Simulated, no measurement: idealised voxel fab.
Process module in this document: voxel self aligned vias
Xsec cut, 285 nm wide, square cell size 5 nm.
When this document writes out a cross-section, it uses a grid of square cells and lists it as bands, beginning at the top and moving down, with a band standing for one or more rows of cells. Heads up on the band format: heights come first, top then bottom, in nm. After that it's the materials left to right, each with its width in nm. A single material flagged "full width" fills the whole band edge to edge, and "blank" means there's empty space there. The level at which height equals 0 is the one under which the wafer, as it arrives, is entirely one material. No lower edge exists for the bottom band, which continues downward and is notated as in "0 and below". Width "30..40": first value at the band's top row of cells, second value at its bottom row, equal change from row to row. Any step labelled "nothing was modified" changed none of the cells in the cross-section. Any empty space of 8 cells or more lacking an open way to the top shows up in "Listed closed voids" as width x height at distance, distance from the left edge, in nm. On a step's line, text after the settings is the simulator commenting on that step. overlay nm: for a step with a mask, the amount by which the mask lay right of where it was planned; a negative amount means left of it.

[Below is the list of planned process steps]
1: RECEIVE,material Si
2: CONFORMAL_DEP,material SiO2,thk nm 10
3: CONFORMAL_DEP,material SiCN,thk nm 5
4: DIRECTIONAL_DEP,material lowk,thk nm 25
5: PATTERN,tone open,mask id LINES,material resist,width nm 25,pitch nm 70,thk nm 15,overlay nm 0
6: DIRECTIONAL_ETCH,etch materials lowk,depth nm 25
7: STRIP,etch materials resist
8: CONFORMAL_DEP,material TiN,thk nm 5
9: FILL_DEP,material Ru,thk nm 10
10: CMP,height nm 40
11: SELECTIVE_ETCH,etch materials W Ru TiN,depth nm 5
12: FILL_DEP,material SiN,thk nm 10
13: CMP,height nm 40
14: DIRECTIONAL_DEP,material lowk,thk nm 20
15: DIRECTIONAL_DEP,material aC,thk nm 15
16: PATTERN,tone open,mask id VIAS,material resist,width nm 45,pitch nm 70,thk nm 30,overlay nm 0
17: DIRECTIONAL_ETCH,etch materials aC,depth nm 15
18: STRIP,etch materials resist
19: DIRECTIONAL_ETCH,etch materials lowk,depth nm 20
20: DIRECTIONAL_ETCH,etch materials SiN,depth nm 5
21: STRIP,etch materials aC
22: CONFORMAL_DEP,material TiN,thk nm 5
23: FILL_DEP,material Cu,thk nm 10
24: CMP,height nm 60
25: CONFORMAL_DEP,material SiCN,thk nm 5

[as received, after step 1]
	0 and below | Si full width
	Listed closed voids: none

[Run as planned - first of the two wafers cross-sectioned at the end of the module]
	65 down to 60 | SiCN full width
	60 down to 45 | lowk=85 / TiN=5 / Cu=35 / TiN=5 / lowk=25 / TiN=5 / Cu=35 / TiN=5 / lowk=85
	45 down to 40 | lowk=85 / TiN=15 / Cu=15 / TiN=15 / lowk=25 / TiN=15 / Cu=15 / TiN=15 / lowk=85
	40 down to 35 | lowk=95 / TiN=25 / lowk=45 / TiN=25 / lowk=95
	35 down to 20 | lowk=95 / TiN=5 / Ru=15 / TiN=5 / lowk=45 / TiN=5 / Ru=15 / TiN=5 / lowk=95
	20 down to 15 | lowk=95 / TiN=25 / lowk=45 / TiN=25 / lowk=95
	15 down to 10 | SiCN full width
	10 down to 0 | SiO2 full width
	0 and below | Si full width
	Listed closed voids: none

[Second of two wafers, module complete, sectioned: it shares the first wafer's start and plan but was run with one mistake]
	65 down to 60 | SiCN full width
	60 down to 45 | lowk=85 / TiN=5 / Cu=35 / TiN=5 / lowk=25 / TiN=5 / Cu=35 / TiN=5 / lowk=85
	45 down to 40 | lowk=85 / TiN=5 / Cu=15 / TiN=25 / lowk=25 / TiN=5 / Cu=15 / TiN=25 / lowk=85
	40 down to 35 | lowk=85 / TiN=25 / lowk=45 / TiN=25 / lowk=105
	35 down to 20 | lowk=85 / TiN=5 / Ru=15 / TiN=5 / lowk=45 / TiN=5 / Ru=15 / TiN=5 / lowk=105
	20 down to 15 | lowk=85 / TiN=25 / lowk=45 / TiN=25 / lowk=105
	15 down to 10 | SiCN full width
	10 down to 0 | SiO2 full width
	0 and below | Si full width
	Listed closed voids: none
Run error: step 5 off recipe, ran as PATTERN,tone open,mask id LINES,material resist,width nm 25,pitch nm 70,thk nm 15,overlay nm -10
At the end, each material covers as many cells on the second wafer as it does on the first, though the cells it covers are elsewhere.
